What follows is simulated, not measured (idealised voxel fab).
process module | voxel wiring stack
cross-section cut | 250 nm wide | cells 5 nm
A cross-section is a grid of square cells, given in bands from the top down. A band is one or more rows of cells.
Each band's line starts with the height of the band's top and of its bottom, in nm. Then come its materials from left to right, each with its width in nm. One material with "throughout" fills the band from edge to edge. "air" is empty space.
Height 0 is the level under which the wafer as received is all one material. The lowest band goes on downwards, as in "0 down".
A width such as "30 to 40" changes by the same amount from each row of cells to the next, from the band's top row to its bottom row.
"no change" after a step means that no cell of the cross-section changed.
closed voids: empty space of 8 cells or more with no open way to the top, each as width x height at its distance from the left edge, in nm
after a step's settings: what the simulator itself notes on the step
overlay nm, on a step with a mask: how far to the right of its planned place the mask lay; to the left if negative
plan
1 op RECEIVE | material Si
2 op CONFORMAL_DEP | material SiO2 | thk nm 10
3 op DIRECTIONAL_DEP | material TiN | thk nm 5
4 op DIRECTIONAL_DEP | material W | thk nm 25
5 op PATTERN | tone cover | mask id METAL_1 | material resist | width nm 30 | pitch nm 55 | thk nm 20 | overlay nm 0
6 op DIRECTIONAL_ETCH | etch materials W | depth nm 25
7 op DIRECTIONAL_ETCH | etch materials TiN | depth nm 5
8 op STRIP | etch materials resist
9 op CONFORMAL_DEP | material SiN | thk nm 5
10 op FILL_DEP | material SiO2 | thk nm 10
11 op CMP | height nm 40
12 op CONFORMAL_DEP | material SiCN | thk nm 5
13 op DIRECTIONAL_DEP | material SiO2 | thk nm 30
14 op PATTERN | tone open | mask id METAL_2_HOLES | material resist | width nm 15 | pitch nm 55 | thk nm 20 | overlay nm 0
15 op DIRECTIONAL_ETCH | etch materials SiO2 | depth nm 30
16 op STRIP | etch materials resist
17 op PATTERN | tone open | mask id METAL_2 | material resist | width nm 30 | pitch nm 55 | thk nm 20 | overlay nm 0
18 op DIRECTIONAL_ETCH | etch materials SiO2 | depth nm 20
19 op DIRECTIONAL_ETCH | etch materials SiCN | depth nm 5
20 op STRIP | etch materials resist
21 op CONFORMAL_DEP | material TiN | thk nm 5
22 op FILL_DEP | material Ru | thk nm 5
23 op CMP | height nm 75
24 op CONFORMAL_DEP | material SiCN | thk nm 5
25 op DIRECTIONAL_DEP | material SiO2 | thk nm 35
26 op MASKED_ETCH | tone open | mask id METAL_3_HOLES | width nm 15 | pitch nm 55 | etch materials SiO2 | depth nm 35 | overlay nm 0
27 op MASKED_ETCH | tone open | mask id METAL_3 | width nm 30 | pitch nm 55 | etch materials SiO2 | depth nm 20 | overlay nm 0
28 op MASKED_ETCH | tone open | mask id METAL_3 | width nm 30 | pitch nm 55 | etch materials SiCN | depth nm 5 | overlay nm 0
29 op CONFORMAL_DEP | material TiN | thk nm 5
30 op FILL_DEP | material Cu | thk nm 10
31 op CMP | height nm 115
32 op CONFORMAL_DEP | material SiCN | thk nm 5
as received, after step 1
  0 down: Si throughout
  closed voids: none
first wafer at the end, as planned
  120 to 115: SiCN throughout
  115 to 100: SiO2 80 | TiN 5 | Cu 20 | TiN 5 | SiO2 25 | TiN 5 | Cu 20 | TiN 5 | SiO2 85
  100 to 95: SiO2 80 | TiN 5 | Cu 5 | TiN 20 | SiO2 25 | TiN 5 | Cu 5 | TiN 20 | SiO2 85
  95 to 80: SiO2 80 | TiN 5 | Cu 5 | TiN 5 | SiO2 40 | TiN 5 | Cu 5 | TiN 5 | SiO2 100
  80 to 75: SiCN 80 | TiN 15 | SiCN 40 | TiN 15 | SiCN 100
  75 to 60: SiO2 80 | TiN 5 | Ru 20 | TiN 5 | SiO2 25 | TiN 5 | Ru 20 | TiN 5 | SiO2 85
  60 to 55: SiO2 80 | TiN 5 | Ru 5 | TiN 20 | SiO2 25 | TiN 5 | Ru 5 | TiN 20 | SiO2 85
  55 to 45: SiO2 80 | TiN 5 | Ru 5 | TiN 5 | SiO2 40 | TiN 5 | Ru 5 | TiN 5 | SiO2 100
  45 to 40: SiCN 80 | TiN 15 | SiCN 40 | TiN 15 | SiCN 100
  40 to 15: SiO2 75 | SiN 5 | W 30 | SiN 5 | SiO2 15 | SiN 5 | W 30 | SiN 5 | SiO2 80
  15 to 10: SiN 80 | TiN 30 | SiN 25 | TiN 30 | SiN 85
  10 to 0: SiO2 throughout
  0 down: Si throughout
  closed voids: none
second wafer at the end: like start, like plan, one mistake
  115 to 110: SiCN throughout
  110 to 100: SiO2 80 | TiN 5 | Cu 20 | TiN 5 | SiO2 25 | TiN 5 | Cu 20 | TiN 5 | SiO2 85
  100 to 95: SiO2 80 | TiN 5 | Cu 5 | TiN 20 | SiO2 25 | TiN 5 | Cu 5 | TiN 20 | SiO2 85
  95 to 80: SiO2 80 | TiN 5 | Cu 5 | TiN 5 | SiO2 40 | TiN 5 | Cu 5 | TiN 5 | SiO2 100
  80 to 75: SiCN 80 | TiN 15 | SiCN 40 | TiN 15 | SiCN 100
  75 to 60: SiO2 80 | TiN 5 | Ru 20 | TiN 5 | SiO2 25 | TiN 5 | Ru 20 | TiN 5 | SiO2 85
  60 to 55: SiO2 80 | TiN 5 | Ru 5 | TiN 20 | SiO2 25 | TiN 5 | Ru 5 | TiN 20 | SiO2 85
  55 to 45: SiO2 80 | TiN 5 | Ru 5 | TiN 5 | SiO2 40 | TiN 5 | Ru 5 | TiN 5 | SiO2 100
  45 to 40: SiCN 80 | TiN 15 | SiCN 40 | TiN 15 | SiCN 100
  40 to 15: SiO2 75 | SiN 5 | W 30 | SiN 5 | SiO2 15 | SiN 5 | W 30 | SiN 5 | SiO2 80
  15 to 10: SiN 80 | TiN 30 | SiN 25 | TiN 30 | SiN 85
  10 to 0: SiO2 throughout
  0 down: Si throughout
  closed voids: none
what went wrong: step 31 ran as: op CMP | height nm 110
at the end the second wafer has, in cells: 8 fewer of Cu | 38 fewer of SiO2 | 4 fewer of TiN
